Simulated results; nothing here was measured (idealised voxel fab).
process module | voxel self aligned vias
cross-section cut | 255 nm wide | cells 5 nm
A cross-section is a grid of square cells, given in bands from the top down. A band is one or more rows of cells.
Each band's line starts with the height of the band's top and of its bottom, in nm. Then come its materials from left to right, each with its width in nm. One material with "throughout" fills the band from edge to edge. "air" is empty space.
Height 0 is the level under which the wafer as received is all one material. The lowest band goes on downwards, as in "0 down".
A width such as "30 to 40" changes by the same amount from each row of cells to the next, from the band's top row to its bottom row.
"no change" after a step means that no cell of the cross-section changed.
closed voids: empty space of 8 cells or more with no open way to the top, each as width x height at its distance from the left edge, in nm
after a step's settings: what the simulator itself notes on the step
overlay nm, on a step with a mask: how far to the right of its planned place the mask lay; to the left if negative
plan
1 op RECEIVE | material Si
2 op CONFORMAL_DEP | material SiO2 | thk nm 10
3 op CONFORMAL_DEP | material SiCN | thk nm 5
4 op DIRECTIONAL_DEP | material lowk | thk nm 25
5 op DIRECTIONAL_DEP | material aC | thk nm 10
6 op PATTERN | tone open | mask id LINES | material resist | width nm 25 | pitch nm 65 | thk nm 25 | overlay nm 0
7 op DIRECTIONAL_ETCH | etch materials aC | depth nm 10
8 op STRIP | etch materials resist
9 op DIRECTIONAL_ETCH | etch materials lowk | depth nm 25
10 op STRIP | etch materials aC
11 op CONFORMAL_DEP | material TiN | thk nm 5
12 op FILL_DEP | material W | thk nm 10
13 op CMP | height nm 40
14 op SELECTIVE_ETCH | etch materials W Ru TiN | depth nm 5
15 op FILL_DEP | material SiN | thk nm 5
16 op CMP | height nm 40
17 op DIRECTIONAL_DEP | material lowk | thk nm 15
18 op MASKED_ETCH | tone open | mask id VIAS | width nm 45 | pitch nm 130 | etch materials lowk | depth nm 15 | overlay nm 0
19 op MASKED_ETCH | tone open | mask id VIAS | width nm 45 | pitch nm 130 | etch materials SiN | depth nm 5 | overlay nm 0
20 op CONFORMAL_DEP | material TiN | thk nm 5
21 op FILL_DEP | material Ru | thk nm 5
22 op CMP | height nm 55
23 op CONFORMAL_DEP | material SiN | thk nm 5
as received, after step 1
  0 down: Si throughout
  closed voids: none
first wafer at the end, as planned
  60 to 55: SiN throughout
  55 to 45: lowk 40 | TiN 5 | Ru 35 | TiN 5 | lowk 85 | TiN 5 | Ru 35 | TiN 5 | lowk 40
  45 to 40: lowk 40 | TiN 15 | Ru 15 | TiN 15 | lowk 85 | TiN 15 | Ru 15 | TiN 15 | lowk 40
  40 to 35: lowk 50 | TiN 25 | lowk 40 | SiN 25 | lowk 40 | TiN 25 | lowk 50
  35 to 20: lowk 50 | TiN 5 | W 15 | TiN 5 | lowk 40 | TiN 5 | W 15 | TiN 5 | lowk 40 | TiN 5 | W 15 | TiN 5 | lowk 50
  20 to 15: lowk 50 | TiN 25 | lowk 40 | TiN 25 | lowk 40 | TiN 25 | lowk 50
  15 to 10: SiCN throughout
  10 to 0: SiO2 throughout
  0 down: Si throughout
  closed voids: none
second wafer at the end: like start, like plan, one mistake
  60 to 55: SiN throughout
  55 to 45: lowk 40 | TiN 5 | Ru 35 | TiN 5 | lowk 85 | TiN 5 | Ru 35 | TiN 5 | lowk 40
  45 to 40: lowk 40 | TiN 15 | Ru 15 | TiN 15 | lowk 85 | TiN 15 | Ru 15 | TiN 15 | lowk 40
  40 to 35: lowk 50 | TiN 25 | lowk 40 | SiN 25 | lowk 40 | TiN 25 | lowk 50
  35 to 20: lowk 50 | TiN 5 | W 15 | TiN 5 | lowk 40 | TiN 5 | W 15 | TiN 5 | lowk 40 | TiN 5 | W 15 | TiN 5 | lowk 50
  20 to 15: lowk 50 | TiN 25 | lowk 40 | TiN 25 | lowk 40 | TiN 25 | lowk 50
  15 to 5: SiO2 throughout
  5 to 0: SiCN throughout
  0 down: Si throughout
  closed voids: none
what went wrong: steps 2 and 3 were swapped
at the end the second wafer has, in cells: as many of each material as the first, in other places
